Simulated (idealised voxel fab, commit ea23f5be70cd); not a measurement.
Process module in this document: voxel air gaps
It is cross-section cut that appears here, measuring 250 nm in width, its square cells being 5 nm in size.
Throughout this document, each cross-section is represented as a grid of square cells and is presented as a sequence of bands enumerated from the top downward, where a band comprises one or more rows of cells.
The band entry comprises the height of the band's top followed by the height of its bottom, expressed in nm, and subsequently the band's materials from left to right, each stated together with its width in nm. Where a single material is marked with the word "full width", that material fills the band from edge to edge. The word "air" represents empty space.
Zero point of the height axis is 0; under it, received wafer = one material. Lowest band: continues down indefinitely, "0 and below".
A width given as "30 to 40" starts at the first number in the band's top row and ends at the second number in its bottom row, shifting by an equal amount at every step from row to row.
Key: "no modification" - step with no changed cell in the cross-section.
"Sealed internal voids": sealed empty spaces, 8 cells or more, no open way to top, listed width x height at distance, with distance from the left edge and width, height and distance in nm.
Step line, after settings: the simulator's comment on this step.
overlay nm: right-of-plan distance of the mask on a masked step; negative values mean left-of-plan.
-- Set out below are the planned steps of the process
step 1: RECEIVE with material Si
step 2: CONFORMAL_DEP with material SiO2, thk nm 10
step 3: CONFORMAL_DEP with material SiN, thk nm 5
step 4: DIRECTIONAL_DEP with material lowk, thk nm 30
step 5: DIRECTIONAL_DEP with material aC, thk nm 15
step 6: PATTERN with tone open, mask id LINES, material resist, width nm 15, pitch nm 40, thk nm 35, overlay nm 0
step 7: DIRECTIONAL_ETCH with etch materials aC, depth nm 15
step 8: STRIP with etch materials resist
step 9: DIRECTIONAL_ETCH with etch materials lowk, depth nm 30
step 10: STRIP with etch materials aC
step 11: CONFORMAL_DEP with material TiN, thk nm 5
step 12: FILL_DEP with material Cu, thk nm 5
step 13: CMP with height nm 45
step 14: EPI with material Ru, thk nm 10
step 15: SELECTIVE_ETCH with etch materials lowk, depth nm 40
step 16: CONFORMAL_DEP with material SiN, thk nm 5
-- Of two wafers, the first: run according to plan
-- Cross-section: wafer on arrival = after step 1
> 0 and below = Si full width
> Sealed internal voids: none
-- After step 2: wafer cross-section
> 10 down to 0 = SiO2 full width
> At heights below 0, the structure remains unaltered.
-- After step 3: wafer cross-section
> 15 down to 10 = SiN full width
> At heights below 10, the structure remains unaltered.
-- After step 4: wafer cross-section
> 45 down to 15 = lowk full width
> At heights below 15, the structure remains unaltered.
-- After step 5: wafer cross-section
> 60 down to 45 = aC full width
> At heights below 45, the structure remains unaltered.
-- After step 6: wafer cross-section
> 95 down to 60 = resist (55)  air (15)  resist (25)  air (15)  resist (25)  air (15)  resist (25)  air (15)  resist (60)
> At heights below 60, the structure remains unaltered.
-- After step 7: wafer cross-section
> 80 down to 60 = resist (55)  air (15)  resist (25)  air (15)  resist (25)  air (15)  resist (25)  air (15)  resist (60)
> 60 down to 45 = aC (55)  air (15)  aC (25)  air (15)  aC (25)  air (15)  aC (25)  air (15)  aC (60)
> At heights below 45, the structure remains unaltered.
-- After step 8: wafer cross-section
> 60 down to 45 = aC (55)  air (15)  aC (25)  air (15)  aC (25)  air (15)  aC (25)  air (15)  aC (60)
> At heights below 45, the structure remains unaltered.
-- After step 9: wafer cross-section
> 60 down to 45 = aC (55)  air (15)  aC (25)  air (15)  aC (25)  air (15)  aC (25)  air (15)  aC (60)
> 45 down to 15 = lowk (55)  air (15)  lowk (25)  air (15)  lowk (25)  air (15)  lowk (25)  air (15)  lowk (60)
> At heights below 15, the structure remains unaltered.
-- After step 10: wafer cross-section
> 45 down to 15 = lowk (55)  air (15)  lowk (25)  air (15)  lowk (25)  air (15)  lowk (25)  air (15)  lowk (60)
> At heights below 15, the structure remains unaltered.
-- After step 11: wafer cross-section
> 50 down to 45 = TiN (60)  air (5)  TiN (35)  air (5)  TiN (35)  air (5)  TiN (35)  air (5)  TiN (65)
> 45 down to 20 = lowk (55)  TiN (5)  air (5)  TiN (5)  lowk (25)  TiN (5)  air (5)  TiN (5)  lowk (25)  TiN (5)  air (5)  TiN (5)  lowk (25)  TiN (5)  air (5)  TiN (5)  lowk (60)
> 20 down to 15 = lowk (55)  TiN (15)  lowk (25)  TiN (15)  lowk (25)  TiN (15)  lowk (25)  TiN (15)  lowk (60)
> At heights below 15, the structure remains unaltered.
-- After step 12: wafer cross-section
> 55 down to 50 = Cu full width
> 50 down to 45 = TiN (60)  Cu (5)  TiN (35)  Cu (5)  TiN (35)  Cu (5)  TiN (35)  Cu (5)  TiN (65)
> 45 down to 20 = lowk (55)  TiN (5)  Cu (5)  TiN (5)  lowk (25)  TiN (5)  Cu (5)  TiN (5)  lowk (25)  TiN (5)  Cu (5)  TiN (5)  lowk (25)  TiN (5)  Cu (5)  TiN (5)  lowk (60)
> At heights below 20, the structure remains unaltered.
-- After step 13: wafer cross-section
> 45 down to 20 = lowk (55)  TiN (5)  Cu (5)  TiN (5)  lowk (25)  TiN (5)  Cu (5)  TiN (5)  lowk (25)  TiN (5)  Cu (5)  TiN (5)  lowk (25)  TiN (5)  Cu (5)  TiN (5)  lowk (60)
> At heights below 20, the structure remains unaltered.
-- After step 14: wafer cross-section
> 55 down to 45 = air (45)  Ru (35)  air (5)  Ru (35)  air (5)  Ru (35)  air (5)  Ru (35)  air (50)
> At heights below 45, the structure remains unaltered.
-- After step 15: wafer cross-section
> 55 down to 45 = air (45)  Ru (35)  air (5)  Ru (35)  air (5)  Ru (35)  air (5)  Ru (35)  air (50)
> 45 down to 20 = air (55)  TiN (5)  Cu (5)  TiN (5)  air (25)  TiN (5)  Cu (5)  TiN (5)  air (25)  TiN (5)  Cu (5)  TiN (5)  air (25)  TiN (5)  Cu (5)  TiN (5)  air (60)
> 20 down to 15 = air (55)  TiN (15)  air (25)  TiN (15)  air (25)  TiN (15)  air (25)  TiN (15)  air (60)
> At heights below 15, the structure remains unaltered.
-- After step 16: wafer cross-section
> 60 down to 55 = air (40)  SiN (165)  air (45)
> 55 down to 45 = air (40)  SiN (5)  Ru (35)  SiN (5)  Ru (35)  SiN (5)  Ru (35)  SiN (5)  Ru (35)  SiN (5)  air (45)
> 45 down to 40 = air (40)  SiN (15)  TiN (5)  Cu (5)  TiN (5)  SiN (25)  TiN (5)  Cu (5)  TiN (5)  SiN (25)  TiN (5)  Cu (5)  TiN (5)  SiN (25)  TiN (5)  Cu (5)  TiN (5)  SiN (15)  air (45)
> 40 down to 20 = air (50)  SiN (5)  TiN (5)  Cu (5)  TiN (5)  SiN (5)  air (15)  SiN (5)  TiN (5)  Cu (5)  TiN (5)  SiN (5)  air (15)  SiN (5)  TiN (5)  Cu (5)  TiN (5)  SiN (5)  air (15)  SiN (5)  TiN (5)  Cu (5)  TiN (5)  SiN (5)  air (55)
> 20 down to 15 = SiN (55)  TiN (15)  SiN (25)  TiN (15)  SiN (25)  TiN (15)  SiN (25)  TiN (15)  SiN (60)
> At heights below 15, the structure remains unaltered.
> Sealed internal voids: 15 x 20 at 75; 15 x 20 at 115; 15 x 20 at 155
-- Wafer two. Identical start, identical plan. One mistake in execution. Identical history through step 3
-- At the planned end of step 4, the second wafer in cross-section
> 35 down to 15 = lowk full width
> At heights below 15, the structure remains unaltered.
-- At the planned end of step 5, the second wafer in cross-section
> 50 down to 35 = aC full width
> At heights below 35, the structure remains unaltered.
-- At the planned end of step 6, the second wafer in cross-section
> 85 down to 50 = resist (55)  air (15)  resist (25)  air (15)  resist (25)  air (15)  resist (25)  air (15)  resist (60)
> At heights below 50, the structure remains unaltered.
-- At the planned end of step 7, the second wafer in cross-section
> 70 down to 50 = resist (55)  air (15)  resist (25)  air (15)  resist (25)  air (15)  resist (25)  air (15)  resist (60)
> 50 down to 35 = aC (55)  air (15)  aC (25)  air (15)  aC (25)  air (15)  aC (25)  air (15)  aC (60)
> At heights below 35, the structure remains unaltered.
-- At the planned end of step 8, the second wafer in cross-section
> 50 down to 35 = aC (55)  air (15)  aC (25)  air (15)  aC (25)  air (15)  aC (25)  air (15)  aC (60)
> At heights below 35, the structure remains unaltered.
-- At the planned end of step 9, the second wafer in cross-section
> 50 down to 35 = aC (55)  air (15)  aC (25)  air (15)  aC (25)  air (15)  aC (25)  air (15)  aC (60)
> 35 down to 15 = lowk (55)  air (15)  lowk (25)  air (15)  lowk (25)  air (15)  lowk (25)  air (15)  lowk (60)
> At heights below 15, the structure remains unaltered.
-- At the planned end of step 10, the second wafer in cross-section
> 35 down to 15 = lowk (55)  air (15)  lowk (25)  air (15)  lowk (25)  air (15)  lowk (25)  air (15)  lowk (60)
> At heights below 15, the structure remains unaltered.
-- At the planned end of step 11, the second wafer in cross-section
> 40 down to 35 = TiN (60)  air (5)  TiN (35)  air (5)  TiN (35)  air (5)  TiN (35)  air (5)  TiN (65)
> 35 down to 20 = lowk (55)  TiN (5)  air (5)  TiN (5)  lowk (25)  TiN (5)  air (5)  TiN (5)  lowk (25)  TiN (5)  air (5)  TiN (5)  lowk (25)  TiN (5)  air (5)  TiN (5)  lowk (60)
> 20 down to 15 = lowk (55)  TiN (15)  lowk (25)  TiN (15)  lowk (25)  TiN (15)  lowk (25)  TiN (15)  lowk (60)
> At heights below 15, the structure remains unaltered.
-- At the planned end of step 12, the second wafer in cross-section
> 45 down to 40 = Cu full width
> 40 down to 35 = TiN (60)  Cu (5)  TiN (35)  Cu (5)  TiN (35)  Cu (5)  TiN (35)  Cu (5)  TiN (65)
> 35 down to 20 = lowk (55)  TiN (5)  Cu (5)  TiN (5)  lowk (25)  TiN (5)  Cu (5)  TiN (5)  lowk (25)  TiN (5)  Cu (5)  TiN (5)  lowk (25)  TiN (5)  Cu (5)  TiN (5)  lowk (60)
> At heights below 20, the structure remains unaltered.
At the planned end of step 13, the second wafer in cross-section: no modification
-- At the planned end of step 14, the second wafer in cross-section
> 55 down to 45 = Ru full width
> At heights below 45, the structure remains unaltered.
At the planned end of step 15, the second wafer in cross-section: no modification
-- At the planned end of step 16, the second wafer in cross-section
> 60 down to 55 = SiN full width
> At heights below 55, the structure remains unaltered.
Finding, execution versus plan: step 4 deviated from plan and actually ran as DIRECTIONAL_DEP with material lowk, thk nm 20
Materials where the second wafer ends with more or fewer cells than the first: 46 more of Cu; 44 more of Ru; 84 fewer of SiN; 30 more of TiN; 152 more of lowk
Closed voids, final: 3 / 0 (first wafer / second wafer).
